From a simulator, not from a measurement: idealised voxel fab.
The following is a process module called voxel trench capacitor.
Cross-section cut spans 265 nm and uses square cells 5 nm in size.
Cross-section = grid of square cells, listed top down in bands; band = one or more rows.
Look at the band entry: it leads with the top's height and the bottom's height in nm. Then it lists the materials left to right, with a width in nm for each. The word "edge to edge" on a single material says that material fills the band edge to edge. The word "empty" is empty space.
Counting heights begins at 0, where everything beneath is, in the wafer as received, one material. The lowest band has no bottom; it goes on downwards, as "0 nm and below" shows.
The two numbers in a width such as "30..40" mark its ends across the band: the first belongs to the top row of cells, the second to the bottom row, and from each row to the next the width moves by the same amount.
"remained unchanged" (step): cross-section cells unchanged, all of them.
So "Unvented internal voids" is basically the list of trapped voids: any empty space of 8 cells or more that can't reach the top through an opening. They're written width x height at distance, the distance being from the left edge, and it's all nm.
Note: text after step settings on the step line = simulator remark on that step.
Among the settings permitted on a step's line is "overlay nm"; applied to a step with a mask, it specifies the extent to which the mask lay to the right of its planned position, whereas a negative figure signifies a position to the left.
Listed below are the process steps as planned
- 1: op RECEIVE | material Si
- 2: op CONFORMAL_DEP | material SiN | thk nm 5
- 3: op MASKED_ETCH | tone open | mask id TRENCH | width nm 25 | pitch nm 45 | etch materials SiN | depth nm 5 | overlay nm 0
- 4: op MASKED_ETCH | tone open | mask id TRENCH | width nm 15 | pitch nm 45 | etch materials Si | depth nm 30 | overlay nm 0
- 5: op CONFORMAL_DEP | material HfO2 | thk nm 5
- 6: op CONFORMAL_DEP | material TiN | thk nm 5
- 7: op FILL_DEP | material W | thk nm 5
- 8: op CMP | height nm 5
Wafers differ in width nm at step 4; plan lists the first wafer's value; identical starting state.
Cross-sectional view of the first of several wafers in the as-received condition, corresponding to the state following step 1
	0 nm and below  Si edge to edge
	Unvented internal voids: none
Cross-section of the first of several wafers once the module has run through its last step, step 8
	5 nm to 0 nm  SiN (75); HfO2 (10); TiN (5); HfO2 (10); SiN (20); HfO2 (10); TiN (5); HfO2 (10); SiN (20); HfO2 (10); TiN (5); HfO2 (10); SiN (75)
	0 nm to -25 nm  Si (80); HfO2 (5); TiN (5); HfO2 (5); Si (30); HfO2 (5); TiN (5); HfO2 (5); Si (30); HfO2 (5); TiN (5); HfO2 (5); Si (80)
	-25 nm to -30 nm  Si (80); HfO2 (15); Si (30); HfO2 (15); Si (30); HfO2 (15); Si (80)
	-30 nm and below  Si edge to edge
	Unvented internal voids: none
Last-wafer cross-section at the end of the module
	5 nm to 0 nm  SiN (75); HfO2 (5); TiN (5); W (5); TiN (5); HfO2 (5); SiN (20); HfO2 (5); TiN (5); W (5); TiN (5); HfO2 (5); SiN (20); HfO2 (5); TiN (5); W (5); TiN (5); HfO2 (5); SiN (75)
	0 nm to -20 nm  Si (75); HfO2 (5); TiN (5); W (5); TiN (5); HfO2 (5); Si (20); HfO2 (5); TiN (5); W (5); TiN (5); HfO2 (5); Si (20); HfO2 (5); TiN (5); W (5); TiN (5); HfO2 (5); Si (75)
	-20 nm to -25 nm  Si (75); HfO2 (5); TiN (15); HfO2 (5); Si (20); HfO2 (5); TiN (15); HfO2 (5); Si (20); HfO2 (5); TiN (15); HfO2 (5); Si (75)
	-25 nm to -30 nm  Si (75); HfO2 (25); Si (20); HfO2 (25); Si (20); HfO2 (25); Si (75)
	-30 nm and below  Si edge to edge
	Unvented internal voids: none
Per-wafer rows below. For each material: cells gained (+) or lost (-) since the wafer was received, as of end of module. Then: closed voids
width nm 15; +51 HfO2; -54 Si; +38 SiN; +18 TiN; Unvented internal voids: none
width nm 20; +51 HfO2; -72 Si; +38 SiN; +36 TiN; Unvented internal voids: none
width nm 25; +51 HfO2; -90 Si; +38 SiN; +39 TiN; +15 W; Unvented internal voids: none
width nm 30; +51 HfO2; -90 Si; +38 SiN; +39 TiN; +15 W; Unvented internal voids: none
